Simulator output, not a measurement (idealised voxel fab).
The process module that follows is named voxel capacitor over wiring.
In the cross-section labelled cut, the width is 200 nm and each square cell is 5 nm.
How to read a cross-section here: the picture is a grid of square cells, written as bands going from the top down, and any band can span one or more rows of cells.
Basically the band line says how high the top is and how high the bottom is, in nm, and then what's in it from left to right, every material with its width in nm. Empty space shows up as "air", and if a single material carries "throughout" it runs the full band edge to edge.
Counting heights begins at 0, where everything beneath is, in the wafer as received, one material. The lowest band has no bottom; it goes on downwards, as "from 0 down" shows.
Per-row width for "30..40": begins at first number (top row of band), ends at second number (bottom row), increment between rows held constant.
Step marked "left unchanged"? Then no cell in the cross-section changed in it.
So "Enclosed void catalog" is basically the list of trapped voids: any empty space of 8 cells or more that can't reach the top through an opening. They're written width x height at distance, the distance being from the left edge, and it's all nm.
On each step's line, the part that comes after the settings is the simulator's own comment on the step.
Steps that use a mask can have "overlay nm" on their line. It says how far the mask sat to the right of where it was meant to be. Negative means to the left.

Planned process steps:
1) RECEIVE | material Si
2) CONFORMAL_DEP | material SiO2 | thk nm 15
3) DIRECTIONAL_DEP | material TiN | thk nm 5
4) DIRECTIONAL_DEP | material Ru | thk nm 20
5) DIRECTIONAL_DEP | material aC | thk nm 10
6) PATTERN | tone cover | mask id METAL_1 | material resist | width nm 30 | pitch nm 100 | thk nm 25 | overlay nm 0
7) DIRECTIONAL_ETCH | etch materials aC | depth nm 10
8) STRIP | etch materials resist
9) DIRECTIONAL_ETCH | etch materials Ru | depth nm 20
10) DIRECTIONAL_ETCH | etch materials TiN | depth nm 5
11) STRIP | etch materials aC
12) FILL_DEP | material lowk | thk nm 10
13) CMP | height nm 40
14) CONFORMAL_DEP | material SiCN | thk nm 5
15) DIRECTIONAL_DEP | material lowk | thk nm 15
16) DIRECTIONAL_DEP | material aC | thk nm 15
17) PATTERN | tone open | mask id PLUG_1 | material resist | width nm 15 | thk nm 35 | overlay nm 0
18) DIRECTIONAL_ETCH | etch materials aC | depth nm 15
19) STRIP | etch materials resist
20) DIRECTIONAL_ETCH | etch materials lowk | depth nm 15
21) DIRECTIONAL_ETCH | etch materials SiCN | depth nm 5
22) STRIP | etch materials aC
23) EPI | material Ru | thk nm 10
24) EPI | material Ru | thk nm 10
25) DIRECTIONAL_DEP | material TiN | thk nm 10
26) DIRECTIONAL_DEP | material Al2O3 | thk nm 5
27) DIRECTIONAL_DEP | material TiN | thk nm 5
28) PATTERN | tone cover | mask id UPPER_PLATE | material resist | width nm 75 | thk nm 15 | overlay nm 0
29) DIRECTIONAL_ETCH | etch materials TiN | depth nm 5
30) DIRECTIONAL_ETCH | etch materials Al2O3 | depth nm 5
31) STRIP | etch materials resist
32) DIRECTIONAL_DEP | material aC | thk nm 10
33) PATTERN | tone cover | mask id LOWER_PLATE | material resist | width nm 85 | thk nm 25 | overlay nm 0
34) DIRECTIONAL_ETCH | etch materials aC | depth nm 10
35) STRIP | etch materials resist
36) DIRECTIONAL_ETCH | etch materials TiN | depth nm 10
37) STRIP | etch materials aC
38) FILL_DEP | material SiO2 | thk nm 15
39) CMP | height nm 90
40) DIRECTIONAL_DEP | material aC | thk nm 15
41) PATTERN | tone open | mask id PLUG_2 | material resist | width nm 15 | thk nm 30 | overlay nm 0
42) DIRECTIONAL_ETCH | etch materials aC | depth nm 15
43) STRIP | etch materials resist
44) DIRECTIONAL_ETCH | etch materials SiO2 | depth nm 10
45) STRIP | etch materials aC
46) CONFORMAL_DEP | material TiN | thk nm 5
47) FILL_DEP | material Ru | thk nm 10
48) CMP | height nm 90
49) CONFORMAL_DEP | material SiCN | thk nm 5

Shown in cross-section is the wafer as received, that is, as it stands after step 1:
* from 0 down  Si throughout
* Enclosed void catalog: none

Starting wafer: above. Plan: above. Run: one mistake. Cross-section after the module: below:
* from 90 to 85  SiCN throughout
* from 85 to 75  SiO2=60..50, then TiN=15..75, then SiO2=125..75
* from 75 to 70  SiO2=50, then Al2O3=75, then SiO2=75
* from 70 to 60  SiO2=45, then TiN=85, then SiO2=70
* from 60 to 45  lowk=50, then Ru=15, then lowk=135
* from 45 to 40  SiCN=50, then Ru=15, then SiCN=135
* from 40 to 20  lowk=35, then Ru=30, then lowk=70, then Ru=30, then lowk=35
* from 20 to 15  lowk=35, then TiN=30, then lowk=70, then TiN=30, then lowk=35
* from 15 to 0  SiO2 throughout
* from 0 down  Si throughout
* Enclosed void catalog: none
Here's what went sideways: step 48, actual vs plan mismatch, actual run CMP | height nm 85
